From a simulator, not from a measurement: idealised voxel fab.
A process module follows: voxel ribs on slabs.
Section cut is 155 nm wide and gridded with 5 nm square cells.
Heads up, the way a cross-section reads in here is a grid of square cells, handed over as bands from the top down, with every band being one or more rows of cells.
In this notation a band is specified by the heights of its top and bottom, in that order and in nm, after which its materials appear from left to right, each paired with its width in nm. The word "all across" attached to a single material means that material fills the band from edge to edge; the word "air" stands for empty space.
Counting heights begins at 0, where everything beneath is, in the wafer as received, one material. The lowest band has no bottom; it goes on downwards, as "0 and below" shows.
The two numbers in a width such as "30->40" mark its ends across the band: the first belongs to the top row of cells, the second to the bottom row, and from each row to the next the width moves by the same amount.
No cell of the cross-section changed in a step that is given as "remained the same".
Each empty space that has no open way to the top and spans at least 8 cells appears under "Voids, sealed" as width x height at distance, the distance counted from the left edge, all in nm.
Read whatever lies past the settings on a step's line as the simulator's own remark about the step.
overlay nm: how far to the right of its planned place the mask lay on this masked step (negative: to the left).

Below is the list of planned process steps:
1 RECEIVE with material Si
2 DIRECTIONAL_DEP with material SiO2, thk nm 25
3 DIRECTIONAL_DEP with material SiN, thk nm 20
4 DIRECTIONAL_DEP with material aC, thk nm 10
5 PATTERN with tone cover, mask id RIB, material resist, width nm 30, thk nm 25, overlay nm 0
6 DIRECTIONAL_ETCH with etch materials aC, depth nm 10
7 STRIP with etch materials resist
8 DIRECTIONAL_ETCH with etch materials SiN, depth nm 5
9 STRIP with etch materials aC
10 MASKED_ETCH with tone cover, mask id SLAB, width nm 90, etch materials SiN, depth nm 15, overlay nm 0
11 FILL_DEP with material SiO2, thk nm 25
12 CMP with height nm 60
13 DIRECTIONAL_DEP with material W, thk nm 5
14 DIRECTIONAL_DEP with material aC, thk nm 15
15 PATTERN with tone cover, mask id HEATER, material resist, width nm 40, thk nm 30, overlay nm 0
16 DIRECTIONAL_ETCH with etch materials aC, depth nm 15
17 STRIP with etch materials resist
18 DIRECTIONAL_ETCH with etch materials W, depth nm 5
19 STRIP with etch materials aC
20 CONFORMAL_DEP with material SiO2, thk nm 10

Wafer at receipt (post step 1), cross-section:
- 0 and below | Si all across
- Voids, sealed: none

End-of-module XS, first of two wafers, run as planned:
- 75 down to 70 | air (45)  SiO2 (60)  air (50)
- 70 down to 65 | SiO2 all across
- 65 down to 60 | SiO2 (55)  W (40)  SiO2 (60)
- 60 down to 45 | SiO2 all across
- 45 down to 40 | SiO2 (60)  SiN (30)  SiO2 (65)
- 40 down to 25 | SiO2 (30)  SiN (90)  SiO2 (35)
- 25 down to 0 | SiO2 all across
- 0 and below | Si all across
- Voids, sealed: none

Cross-sectional view: second of two wafers, end of module; start and plan identical to the first, one mistake in running:
- 65 down to 60 | air (55)  W (40)  air (60)
- 60 down to 45 | SiO2 all across
- 45 down to 40 | SiO2 (60)  SiN (30)  SiO2 (65)
- 40 down to 25 | SiO2 (30)  SiN (90)  SiO2 (35)
- 25 down to 0 | SiO2 all across
- 0 and below | Si all across
- Voids, sealed: none
Plan not followed: step 20 was dropped from the plan's execution and never run
The final cell counts differ between the wafers, with the second having more or fewer of some materials than the first: -66 SiO2
